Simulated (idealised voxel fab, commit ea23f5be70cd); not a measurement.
process module | voxel wiring stack
cross-section cut | 165 nm wide | cells 5 nm
A cross-section is a grid of square cells, given in bands from the top down. A band is one or more rows of cells.
Each band's line starts with the height of the band's top and of its bottom, in nm. Then come its materials from left to right, each with its width in nm. One material with "throughout" fills the band from edge to edge. "air" is empty space.
Height 0 is the level under which the wafer as received is all one material. The lowest band goes on downwards, as in "0 down".
A width such as "30 to 40" changes by the same amount from each row of cells to the next, from the band's top row to its bottom row.
"no change" after a step means that no cell of the cross-section changed.
closed voids: empty space of 8 cells or more with no open way to the top, each as width x height at its distance from the left edge, in nm
after a step's settings: what the simulator itself notes on the step
overlay nm, on a step with a mask: how far to the right of its planned place the mask lay; to the left if negative
plan
1 op RECEIVE | material Si
2 op CONFORMAL_DEP | material SiO2 | thk nm 15
3 op DIRECTIONAL_DEP | material TiN | thk nm 5
4 op DIRECTIONAL_DEP | material W | thk nm 15
5 op PATTERN | tone cover | mask id METAL_1 | material resist | width nm 30 | pitch nm 50 | thk nm 15 | overlay nm 0
6 op DIRECTIONAL_ETCH | etch materials W | depth nm 15
7 op DIRECTIONAL_ETCH | etch materials TiN | depth nm 5
8 op STRIP | etch materials resist
9 op FILL_DEP | material lowk | thk nm 5
10 op CMP | height nm 35
11 op CONFORMAL_DEP | material SiCN | thk nm 5
12 op DIRECTIONAL_DEP | material SiO2 | thk nm 25
13 op MASKED_ETCH | tone open | mask id METAL_2_HOLES | width nm 15 | pitch nm 50 | etch materials SiO2 | depth nm 25 | overlay nm 0
14 op PATTERN | tone open | mask id METAL_2 | material resist | width nm 30 | pitch nm 50 | thk nm 15 | overlay nm 0
15 op DIRECTIONAL_ETCH | etch materials SiO2 | depth nm 15
16 op DIRECTIONAL_ETCH | etch materials SiCN | depth nm 5
17 op STRIP | etch materials resist
18 op CONFORMAL_DEP | material TiN | thk nm 5
19 op FILL_DEP | material Cu | thk nm 5
20 op CMP | height nm 65
21 op CONFORMAL_DEP | material SiCN | thk nm 5
22 op DIRECTIONAL_DEP | material lowk | thk nm 20
23 op PATTERN | tone open | mask id PLUG_2 | material resist | width nm 15 | pitch nm 50 | thk nm 15 | overlay nm 0
24 op DIRECTIONAL_ETCH | etch materials lowk | depth nm 20
25 op DIRECTIONAL_ETCH | etch materials SiCN | depth nm 5
26 op STRIP | etch materials resist
27 op EPI | material Ru | thk nm 10
28 op EPI | material Ru | thk nm 10
29 op EPI | material Ru | thk nm 5
30 op DIRECTIONAL_DEP | material TiN | thk nm 5
31 op DIRECTIONAL_DEP | material Ru | thk nm 20
32 op MASKED_ETCH | tone cover | mask id METAL_3 | width nm 20 | pitch nm 50 | etch materials Ru | depth nm 20 | overlay nm 0
33 op MASKED_ETCH | tone cover | mask id METAL_3 | width nm 30 | pitch nm 50 | etch materials TiN | depth nm 5 | overlay nm 0
34 op FILL_DEP | material SiO2 | thk nm 5
35 op CMP | height nm 115
36 op CONFORMAL_DEP | material SiCN | thk nm 5
varied across the wafers: width nm of step 32. The plan shows the first wafer's value. All wafers start alike
first wafer as received, after step 1
  0 down: Si throughout
  closed voids: none
each wafer at the end: cells of each material gained (+) or lost (-) since it was received, then its closed voids
width nm 20 | +22 Cu | +62 Ru | +87 SiCN | +337 SiO2 | +56 TiN | +36 W | +192 lowk | closed voids: none
width nm 25 | +22 Cu | +70 Ru | +87 SiCN | +329 SiO2 | +56 TiN | +36 W | +192 lowk | closed voids: none
width nm 30 | +22 Cu | +78 Ru | +87 SiCN | +321 SiO2 | +56 TiN | +36 W | +192 lowk | closed voids: none
width nm 35 | +22 Cu | +86 Ru | +87 SiCN | +311 SiO2 | +58 TiN | +36 W | +192 lowk | closed voids: none
